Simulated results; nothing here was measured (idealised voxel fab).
This section sets out a process module, namely voxel released beams.
Each square cell in cross-section cut measures 5 nm, and the section as a whole is 260 nm wide.
When this document writes out a cross-section, it uses a grid of square cells and lists it as bands, beginning at the top and moving down, with a band standing for one or more rows of cells.
Per band: top height and bottom height in nm, followed by the left-to-right materials and their widths in nm; "edge to edge" marks a single material spanning edge to edge, "empty" marks empty space.
Heights are reckoned from 0. Under this level, the received wafer is all of one material. The bottommost band is open-ended downward, for example "0 nm and below".
Quick explanation for "30->40": the width changes in equal steps down the rows of cells, from the first number in the band's top row to the second number in its bottom row.
Where a step carries "nothing changed", the cross-section came out of it unchanged, cell for cell.
The entry "Sealed void list" lists the empty spaces that cover at least 8 cells and have no open path to the top. Each is written as width x height at distance, where the distance is measured from the left edge and all three values are in nm.
It should be noted that, on the line of a given step, the content following the step's settings is a remark produced by the simulator itself with respect to that step.
Steps that use a mask can have "overlay nm" on their line. It says how far the mask sat to the right of where it was meant to be. Negative means to the left.

Steps in the process plan
1) RECEIVE | material Si
2) CONFORMAL_DEP | material Al2O3 | thk nm 5
3) DIRECTIONAL_DEP | material SiO2 | thk nm 15
4) DIRECTIONAL_DEP | material aC | thk nm 10
5) PATTERN | tone open | mask id ANCHOR | material resist | width nm 45 | thk nm 30 | overlay nm 0
6) DIRECTIONAL_ETCH | etch materials aC | depth nm 10
7) STRIP | etch materials resist
8) DIRECTIONAL_ETCH | etch materials SiO2 | depth nm 15
9) STRIP | etch materials aC
10) CONFORMAL_DEP | material SiN | thk nm 15
11) DIRECTIONAL_DEP | material aC | thk nm 10
12) PATTERN | tone cover | mask id BEAM | material resist | width nm 110 | thk nm 30 | overlay nm 0
13) DIRECTIONAL_ETCH | etch materials aC | depth nm 10
14) STRIP | etch materials resist
15) DIRECTIONAL_ETCH | etch materials SiN | depth nm 15
16) STRIP | etch materials aC
17) STRIP | etch materials SiO2
The value of width nm given for step 12 in the plan refers to the first wafer; the wafers vary in this setting and are alike at the start.

The first of several wafers, as received after step 1, seen in section
  0 nm and below | Si edge to edge
  Sealed void list: none

Cross-section of the first of several wafers, taken after step 17, where the module ends
  35 nm to 20 nm | empty (70), SiN (15), empty (15), SiN (80), empty (80)
  20 nm to 5 nm | empty (70), SiN (45), empty (145)
  5 nm to 0 nm | Al2O3 edge to edge
  0 nm and below | Si edge to edge
  Sealed void list: none

Module end, final wafer: cross-section
  35 nm to 20 nm | empty (60), SiN (25), empty (15), SiN (95), empty (65)
  20 nm to 5 nm | empty (70), SiN (45), empty (145)
  5 nm to 0 nm | Al2O3 edge to edge
  0 nm and below | Si edge to edge
  Sealed void list: none

Below, a row for every wafer. Read it as the end-of-module picture: for each material the wafer shows its cells gained (+) or lost (-) since it was received, and then its closed voids
width nm 110 | +52 Al2O3 | +84 SiN | Sealed void list: none
width nm 115 | +52 Al2O3 | +87 SiN | Sealed void list: none
width nm 120 | +52 Al2O3 | +90 SiN | Sealed void list: none
width nm 125 | +52 Al2O3 | +93 SiN | Sealed void list: none
width nm 130 | +52 Al2O3 | +96 SiN | Sealed void list: none
width nm 135 | +52 Al2O3 | +99 SiN | Sealed void list: none
